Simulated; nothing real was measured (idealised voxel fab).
Process module heading - voxel transistor to metal
The cross-section shown here is cut; it is 150 nm wide and divided into square cells measuring 5 nm on a side.
Throughout this document, each cross-section is represented as a grid of square cells and is presented as a sequence of bands enumerated from the top downward, where a band comprises one or more rows of cells.
It is stipulated that each band's entry specify, in nanometres, the height of the top of the band and then that of its bottom, followed by the materials of the band in left-to-right sequence, each together with its width in nanometres. A single material marked by the word "throughout" is understood to fill the band from edge to edge; the word "blank" is understood to denote empty space.
It should be noted that heights are counted from 0, beneath which the wafer as supplied is of one material throughout, and that the lowest band possesses no lower boundary but continues downward, as written in "0 down".
Top row gets the first number, bottom row gets the second, and each row in between changes by the same step: that is how a band width like "30 to 40" works.
What does "stayed the same" mean for a step? It means no cell of the cross-section changed in that step.
The list in "Cavities, sealed" covers empty spaces of 8 cells or more that cannot reach the top through any open way, and it gives each as width x height at distance; the distance is from the left edge, and width, height and distance are in nm.
Where a step's line continues beyond its settings, the continuation is a remark by the simulator itself on that step.
Steps that use a mask can have "overlay nm" on their line. It says how far the mask sat to the right of where it was meant to be. Negative means to the left.

This section lists the process steps that were planned
1) RECEIVE,material Si
2) CONFORMAL_DEP,material SiO2,thk nm 5
3) CONFORMAL_DEP,material SiN,thk nm 10
4) PATTERN,tone cover,mask id ACTIVE,material resist,width nm 115,thk nm 15,overlay nm 0
5) DIRECTIONAL_ETCH,etch materials SiN,depth nm 10
6) DIRECTIONAL_ETCH,etch materials SiO2,depth nm 5
7) DIRECTIONAL_ETCH,etch materials Si,depth nm 20
8) STRIP,etch materials resist
9) FILL_DEP,material SiO2,thk nm 15
10) CMP,height nm 15
11) SELECTIVE_ETCH,etch materials SiO2,depth nm 10
12) STRIP,etch materials SiN
13) SELECTIVE_ETCH,etch materials SiO2,depth nm 5
14) OXIDIZE,depth nm 5
15) DIRECTIONAL_DEP,material polySi,thk nm 20
16) DIRECTIONAL_DEP,material SiCN,thk nm 10
17) DIRECTIONAL_DEP,material aC,thk nm 10
18) PATTERN,tone cover,mask id GATE,material resist,width nm 35,thk nm 30,overlay nm 0
19) DIRECTIONAL_ETCH,etch materials aC,depth nm 10
20) STRIP,etch materials resist
21) DIRECTIONAL_ETCH,etch materials SiCN,depth nm 20
22) DIRECTIONAL_ETCH,etch materials polySi,depth nm 30
23) STRIP,etch materials aC
24) CONFORMAL_DEP,material SiN,thk nm 5
25) DIRECTIONAL_ETCH,etch materials SiN,depth nm 5
26) DIRECTIONAL_ETCH,etch materials SiO2,depth nm 5
27) DIRECTIONAL_ETCH,etch materials Si,depth nm 5
28) EPI,material SiGe,thk nm 10
29) FILL_DEP,material SiO2,thk nm 10
30) CMP,height nm 20
31) STRIP,etch materials polySi
32) SELECTIVE_ETCH,etch materials SiO2,depth nm 5
33) CONFORMAL_DEP,material HfO2,thk nm 5
34) CONFORMAL_DEP,material TiN,thk nm 5
35) FILL_DEP,material W,thk nm 5
36) CMP,height nm 15
37) DIRECTIONAL_DEP,material SiO2,thk nm 10
38) PATTERN,tone open,mask id CONTACT,material resist,width nm 15,pitch nm 90,thk nm 20,overlay nm 0
39) DIRECTIONAL_ETCH,etch materials SiO2,depth nm 25
40) STRIP,etch materials resist
41) CONFORMAL_DEP,material TiN,thk nm 5
42) FILL_DEP,material W,thk nm 5
43) CMP,height nm 25
44) CONFORMAL_DEP,material SiCN,thk nm 5
45) DIRECTIONAL_DEP,material lowk,thk nm 20
46) PATTERN,tone open,mask id METAL_1,material resist,width nm 15,pitch nm 90,thk nm 15,overlay nm 0
47) DIRECTIONAL_ETCH,etch materials lowk,depth nm 20
48) DIRECTIONAL_ETCH,etch materials SiCN,depth nm 5
49) STRIP,etch materials resist
50) CONFORMAL_DEP,material TiN,thk nm 5
51) FILL_DEP,material Ru,thk nm 5
52) CMP,height nm 50
53) EPI,material Ru,thk nm 5
54) FILL_DEP,material SiCN,thk nm 5

Cross-section of the wafer upon arrival, representing the state reached after step 1
0 down  Si throughout
Cavities, sealed: none

The first of the two wafers as seen in cross-section once the module was finished; processing followed the plan
60 to 55  SiCN throughout
55 to 50  SiCN 15 nm, then Ru 25 nm, then SiCN 65 nm, then Ru 25 nm, then SiCN 20 nm
50 to 30  lowk 20 nm, then TiN 5 nm, then Ru 5 nm, then TiN 5 nm, then lowk 75 nm, then TiN 5 nm, then Ru 5 nm, then TiN 5 nm, then lowk 25 nm
30 to 25  SiCN 20 nm, then TiN 15 nm, then SiCN 75 nm, then TiN 15 nm, then SiCN 25 nm
25 to 15  SiO2 20 nm, then TiN 5 nm, then W 5 nm, then TiN 5 nm, then SiO2 75 nm, then TiN 5 nm, then W 5 nm, then TiN 5 nm, then SiO2 25 nm
15 to 5  SiO2 20 nm, then TiN 5 nm, then W 5 nm, then TiN 5 nm, then SiO2 15 nm, then SiN 5 nm, then HfO2 5 nm, then TiN 5 nm, then W 15 nm, then TiN 5 nm, then HfO2 5 nm, then SiN 5 nm, then SiO2 15 nm, then TiN 5 nm, then W 5 nm, then TiN 5 nm, then SiO2 25 nm
5 to 0  SiO2 20 nm, then TiN 15 nm, then SiO2 5 nm, then SiGe 10 nm, then SiN 5 nm, then HfO2 5 nm, then TiN 25 nm, then HfO2 5 nm, then SiN 5 nm, then SiGe 10 nm, then SiO2 5 nm, then TiN 15 nm, then SiO2 25 nm
0 to -5  SiO2 10 nm, then SiGe 40 nm, then HfO2 45 nm, then SiGe 40 nm, then SiO2 15 nm
-5 to -10  SiO2 15 nm, then SiGe 35 nm, then Si 45 nm, then SiGe 35 nm, then SiO2 20 nm
-10 to -20  SiO2 15 nm, then Si 115 nm, then SiO2 20 nm
-20 down  Si throughout
Cavities, sealed: none

Presented here is a cross-section of the second of the two wafers as it stood at the end of the module. It was started in the same manner and assigned the same plan as the first wafer; however, one mistake was made in its execution
60 to 55  SiCN throughout
55 to 50  SiCN 15 nm, then Ru 25 nm, then SiCN 65 nm, then Ru 25 nm, then SiCN 20 nm
50 to 30  lowk 20 nm, then TiN 5 nm, then Ru 5 nm, then TiN 5 nm, then lowk 75 nm, then TiN 5 nm, then Ru 5 nm, then TiN 5 nm, then lowk 25 nm
30 to 25  SiCN 20 nm, then TiN 15 nm, then SiCN 75 nm, then TiN 15 nm, then SiCN 25 nm
25 to 15  SiO2 20 nm, then TiN 5 nm, then W 5 nm, then TiN 5 nm, then SiO2 75 nm, then TiN 5 nm, then W 5 nm, then TiN 5 nm, then SiO2 25 nm
15 to 5  SiO2 20 nm, then TiN 5 nm, then W 5 nm, then TiN 5 nm, then SiO2 15 nm, then SiN 5 nm, then HfO2 5 nm, then TiN 5 nm, then W 15 nm, then TiN 5 nm, then HfO2 5 nm, then SiN 5 nm, then SiO2 15 nm, then TiN 5 nm, then W 5 nm, then TiN 5 nm, then SiO2 25 nm
5 to 0  SiO2 20 nm, then TiN 15 nm, then SiO2 15 nm, then SiN 5 nm, then HfO2 5 nm, then TiN 25 nm, then HfO2 5 nm, then SiN 5 nm, then SiO2 15 nm, then TiN 15 nm, then SiO2 25 nm
0 to -5  SiGe 20 nm, then SiO2 30 nm, then HfO2 45 nm, then SiO2 30 nm, then SiGe 25 nm
-5 to -10  SiGe 15 nm, then SiO2 115 nm, then SiGe 20 nm
-10 to -20  Si 15 nm, then SiO2 115 nm, then Si 20 nm
-20 down  Si throughout
Cavities, sealed: none
Here's what went sideways: step 4 off recipe, ran as PATTERN,tone open,mask id ACTIVE,material resist,width nm 115,thk nm 15,overlay nm 0
Final cells, second wafer relative to first, materials higher or lower: -41 Si | -18 SiGe | +59 SiO2
